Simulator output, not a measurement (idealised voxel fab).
Proc. module: voxel self aligned vias
Section shown: cut. Width: 220 nm. Cell size: 5 nm, square.
For the purposes of this document, a cross-section shall be understood as a grid of square cells, specified as bands listed in top-to-bottom order, each band consisting of one or more rows of cells.
Top height, bottom height, nm. Materials left to right, width each, nm. Single material + "throughout" = fills band edge to edge. "air" = empty.
Height is counted from the level 0, under which the received wafer is composed throughout of one material. The lowest of the bands is not closed at the bottom but continues downward, in the notation "0 nm and below".
A width given as "30->40" starts at the first number in the band's top row and ends at the second number in its bottom row, shifting by an equal amount at every step from row to row.
Basically "remained the same" means that step didn't change any cell in the cross-section.
Basically, "Closed cavities" tells you about the enclosed voids: empty spaces with no open way to the top, 8 cells or bigger, each written width x height at distance, where distance is from the left edge, all in nm.
after a step's settings: what the simulator itself notes on the step
overlay nm: step with mask; distance mask lay right of planned place; negative value = left of planned place.

Process steps (planned):
1 RECEIVE (material Si)
2 CONFORMAL_DEP (material SiO2; thk nm 10)
3 CONFORMAL_DEP (material SiCN; thk nm 5)
4 DIRECTIONAL_DEP (material SiO2; thk nm 20)
5 MASKED_ETCH (tone open; mask id LINES; width nm 20; pitch nm 60; etch materials SiO2; depth nm 20; overlay nm 0)
6 CONFORMAL_DEP (material TiN; thk nm 5)
7 FILL_DEP (material W; thk nm 5)
8 CMP (height nm 35)
9 SELECTIVE_ETCH (etch materials W Ru TiN; depth nm 10)
10 FILL_DEP (material SiN; thk nm 5)
11 CMP (height nm 35)
12 DIRECTIONAL_DEP (material SiO2; thk nm 15)
13 DIRECTIONAL_DEP (material aC; thk nm 15)
14 PATTERN (tone open; mask id VIAS; material resist; width nm 40; pitch nm 120; thk nm 30; overlay nm 0)
15 DIRECTIONAL_ETCH (etch materials aC; depth nm 15)
16 STRIP (etch materials resist)
17 DIRECTIONAL_ETCH (etch materials SiO2; depth nm 15)
18 DIRECTIONAL_ETCH (etch materials SiN; depth nm 10)
19 STRIP (etch materials aC)
20 CONFORMAL_DEP (material TiN; thk nm 5)
21 FILL_DEP (material W; thk nm 5)
22 CMP (height nm 50)
23 CONFORMAL_DEP (material SiCN; thk nm 5)

The first of the two wafers, which ran as planned:

Cross-section of the wafer as it came to us, i.e., already through step 1:
- 0 nm and below: Si throughout
- Closed cavities: none

Upon completion of step 2, the wafer appears in cross-section as shown:
- 10 nm to 0 nm: SiO2 throughout
- No changes below 0.

Upon completion of step 3, the wafer appears in cross-section as shown:
- 15 nm to 10 nm: SiCN throughout
- No changes below 10.

Upon completion of step 4, the wafer appears in cross-section as shown:
- 35 nm to 15 nm: SiO2 throughout
- No changes below 15.

Upon completion of step 5, the wafer appears in cross-section as shown:
- 35 nm to 15 nm: SiO2 40, then air 20, then SiO2 40, then air 20, then SiO2 40, then air 20, then SiO2 40
- No changes below 15.

Upon completion of step 6, the wafer appears in cross-section as shown:
- 40 nm to 35 nm: TiN 45, then air 10, then TiN 50, then air 10, then TiN 50, then air 10, then TiN 45
- 35 nm to 20 nm: SiO2 40, then TiN 5, then air 10, then TiN 5, then SiO2 40, then TiN 5, then air 10, then TiN 5, then SiO2 40, then TiN 5, then air 10, then TiN 5, then SiO2 40
- 20 nm to 15 nm: SiO2 40, then TiN 20, then SiO2 40, then TiN 20, then SiO2 40, then TiN 20, then SiO2 40
- No changes below 15.

Upon completion of step 7, the wafer appears in cross-section as shown:
- 45 nm to 40 nm: W throughout
- 40 nm to 35 nm: TiN 45, then W 10, then TiN 50, then W 10, then TiN 50, then W 10, then TiN 45
- 35 nm to 20 nm: SiO2 40, then TiN 5, then W 10, then TiN 5, then SiO2 40, then TiN 5, then W 10, then TiN 5, then SiO2 40, then TiN 5, then W 10, then TiN 5, then SiO2 40
- No changes below 20.

Upon completion of step 8, the wafer appears in cross-section as shown:
- 35 nm to 20 nm: SiO2 40, then TiN 5, then W 10, then TiN 5, then SiO2 40, then TiN 5, then W 10, then TiN 5, then SiO2 40, then TiN 5, then W 10, then TiN 5, then SiO2 40
- No changes below 20.

Upon completion of step 9, the wafer appears in cross-section as shown:
- 35 nm to 25 nm: SiO2 40, then air 20, then SiO2 40, then air 20, then SiO2 40, then air 20, then SiO2 40
- No changes below 25.

Upon completion of step 10, the wafer appears in cross-section as shown:
- 40 nm to 35 nm: SiN throughout
- 35 nm to 25 nm: SiO2 40, then SiN 20, then SiO2 40, then SiN 20, then SiO2 40, then SiN 20, then SiO2 40
- No changes below 25.

Upon completion of step 11, the wafer appears in cross-section as shown:
- 35 nm to 25 nm: SiO2 40, then SiN 20, then SiO2 40, then SiN 20, then SiO2 40, then SiN 20, then SiO2 40
- No changes below 25.

Upon completion of step 12, the wafer appears in cross-section as shown:
- 50 nm to 35 nm: SiO2 throughout
- No changes below 35.

Upon completion of step 13, the wafer appears in cross-section as shown:
- 65 nm to 50 nm: aC throughout
- No changes below 50.

Upon completion of step 14, the wafer appears in cross-section as shown:
- 95 nm to 65 nm: resist 30, then air 40, then resist 80, then air 40, then resist 30
- No changes below 65.

Upon completion of step 15, the wafer appears in cross-section as shown:
- 80 nm to 65 nm: resist 30, then air 40, then resist 80, then air 40, then resist 30
- 65 nm to 50 nm: aC 30, then air 40, then aC 80, then air 40, then aC 30
- No changes below 50.

Upon completion of step 16, the wafer appears in cross-section as shown:
- 65 nm to 50 nm: aC 30, then air 40, then aC 80, then air 40, then aC 30
- No changes below 50.

Upon completion of step 17, the wafer appears in cross-section as shown:
- 65 nm to 50 nm: aC 30, then air 40, then aC 80, then air 40, then aC 30
- 50 nm to 35 nm: SiO2 30, then air 40, then SiO2 80, then air 40, then SiO2 30
- No changes below 35.

Upon completion of step 18, the wafer appears in cross-section as shown:
- 65 nm to 50 nm: aC 30, then air 40, then aC 80, then air 40, then aC 30
- 50 nm to 35 nm: SiO2 30, then air 40, then SiO2 80, then air 40, then SiO2 30
- 35 nm to 25 nm: SiO2 40, then air 20, then SiO2 40, then SiN 20, then SiO2 40, then air 20, then SiO2 40
- No changes below 25.

Upon completion of step 19, the wafer appears in cross-section as shown:
- 50 nm to 35 nm: SiO2 30, then air 40, then SiO2 80, then air 40, then SiO2 30
- No changes below 35.

Upon completion of step 20, the wafer appears in cross-section as shown:
- 55 nm to 50 nm: TiN 35, then air 30, then TiN 90, then air 30, then TiN 35
- 50 nm to 40 nm: SiO2 30, then TiN 5, then air 30, then TiN 5, then SiO2 80, then TiN 5, then air 30, then TiN 5, then SiO2 30
- 40 nm to 35 nm: SiO2 30, then TiN 15, then air 10, then TiN 15, then SiO2 80, then TiN 15, then air 10, then TiN 15, then SiO2 30
- 35 nm to 30 nm: SiO2 40, then TiN 5, then air 10, then TiN 5, then SiO2 40, then SiN 20, then SiO2 40, then TiN 5, then air 10, then TiN 5, then SiO2 40
- 30 nm to 25 nm: SiO2 40, then TiN 20, then SiO2 40, then SiN 20, then SiO2 40, then TiN 20, then SiO2 40
- No changes below 25.

Upon completion of step 21, the wafer appears in cross-section as shown:
- 60 nm to 55 nm: W throughout
- 55 nm to 50 nm: TiN 35, then W 30, then TiN 90, then W 30, then TiN 35
- 50 nm to 40 nm: SiO2 30, then TiN 5, then W 30, then TiN 5, then SiO2 80, then TiN 5, then W 30, then TiN 5, then SiO2 30
- 40 nm to 35 nm: SiO2 30, then TiN 15, then W 10, then TiN 15, then SiO2 80, then TiN 15, then W 10, then TiN 15, then SiO2 30
- 35 nm to 30 nm: SiO2 40, then TiN 5, then W 10, then TiN 5, then SiO2 40, then SiN 20, then SiO2 40, then TiN 5, then W 10, then TiN 5, then SiO2 40
- No changes below 30.

Upon completion of step 22, the wafer appears in cross-section as shown:
- 50 nm to 40 nm: SiO2 30, then TiN 5, then W 30, then TiN 5, then SiO2 80, then TiN 5, then W 30, then TiN 5, then SiO2 30
- No changes below 40.

Upon completion of step 23, the wafer appears in cross-section as shown:
- 55 nm to 50 nm: SiCN throughout
- No changes below 50.

Now the other wafer: same start, same recipe, but we messed up one thing when running it. Up to and including step 11 it's the same as the first one:

At the planned end of step 12, the second wafer in cross-section:
- 45 nm to 35 nm: SiO2 throughout
- No changes below 35.

At the planned end of step 13, the second wafer in cross-section:
- 60 nm to 45 nm: aC throughout
- No changes below 45.

At the planned end of step 14, the second wafer in cross-section:
- 90 nm to 60 nm: resist 30, then air 40, then resist 80, then air 40, then resist 30
- No changes below 60.

At the planned end of step 15, the second wafer in cross-section:
- 75 nm to 60 nm: resist 30, then air 40, then resist 80, then air 40, then resist 30
- 60 nm to 45 nm: aC 30, then air 40, then aC 80, then air 40, then aC 30
- No changes below 45.

At the planned end of step 16, the second wafer in cross-section:
- 60 nm to 45 nm: aC 30, then air 40, then aC 80, then air 40, then aC 30
- No changes below 45.

At the planned end of step 17, the second wafer in cross-section:
- 60 nm to 45 nm: aC 30, then air 40, then aC 80, then air 40, then aC 30
- 45 nm to 35 nm: SiO2 30, then air 40, then SiO2 80, then air 40, then SiO2 30
- 35 nm to 30 nm: SiO2 30, then air 10, then SiN 20, then air 10, then SiO2 30, then SiN 20, then SiO2 30, then air 10, then SiN 20, then air 10, then SiO2 30
- No changes below 30.

At the planned end of step 18, the second wafer in cross-section:
- 60 nm to 45 nm: aC 30, then air 40, then aC 80, then air 40, then aC 30
- 45 nm to 35 nm: SiO2 30, then air 40, then SiO2 80, then air 40, then SiO2 30
- 35 nm to 25 nm: SiO2 30->40, then air 40->20, then SiO2 30->40, then SiN 20, then SiO2 30->40, then air 40->20, then SiO2 30->40
- No changes below 25.

At the planned end of step 19, the second wafer in cross-section:
- 45 nm to 35 nm: SiO2 30, then air 40, then SiO2 80, then air 40, then SiO2 30
- No changes below 35.

At the planned end of step 20, the second wafer in cross-section:
- 50 nm to 45 nm: TiN 35, then air 30, then TiN 90, then air 30, then TiN 35
- 45 nm to 35 nm: SiO2 30, then TiN 5, then air 30, then TiN 5, then SiO2 80, then TiN 5, then air 30, then TiN 5, then SiO2 30
- 35 nm to 30 nm: SiO2 30, then TiN 15, then air 10, then TiN 15, then SiO2 30, then SiN 20, then SiO2 30, then TiN 15, then air 10, then TiN 15, then SiO2 30
- 30 nm to 25 nm: SiO2 40, then TiN 20, then SiO2 40, then SiN 20, then SiO2 40, then TiN 20, then SiO2 40
- No changes below 25.

At the planned end of step 21, the second wafer in cross-section:
- 55 nm to 50 nm: W throughout
- 50 nm to 45 nm: TiN 35, then W 30, then TiN 90, then W 30, then TiN 35
- 45 nm to 35 nm: SiO2 30, then TiN 5, then W 30, then TiN 5, then SiO2 80, then TiN 5, then W 30, then TiN 5, then SiO2 30
- 35 nm to 30 nm: SiO2 30, then TiN 15, then W 10, then TiN 15, then SiO2 30, then SiN 20, then SiO2 30, then TiN 15, then W 10, then TiN 15, then SiO2 30
- No changes below 30.

At the planned end of step 22, the second wafer in cross-section:
- 50 nm to 45 nm: TiN 35, then W 30, then TiN 90, then W 30, then TiN 35
- No changes below 45.

At the planned end of step 23, the second wafer in cross-section:
- 55 nm to 50 nm: SiCN throughout
- No changes below 50.
Plan not followed: step 12: run off-plan, actual operation and settings DIRECTIONAL_DEP (material SiO2; thk nm 10)
Final tally in cells, some materials are higher or lower on the second wafer than on the first: SiO2: 36 fewer | TiN: 28 more | W: 8 more
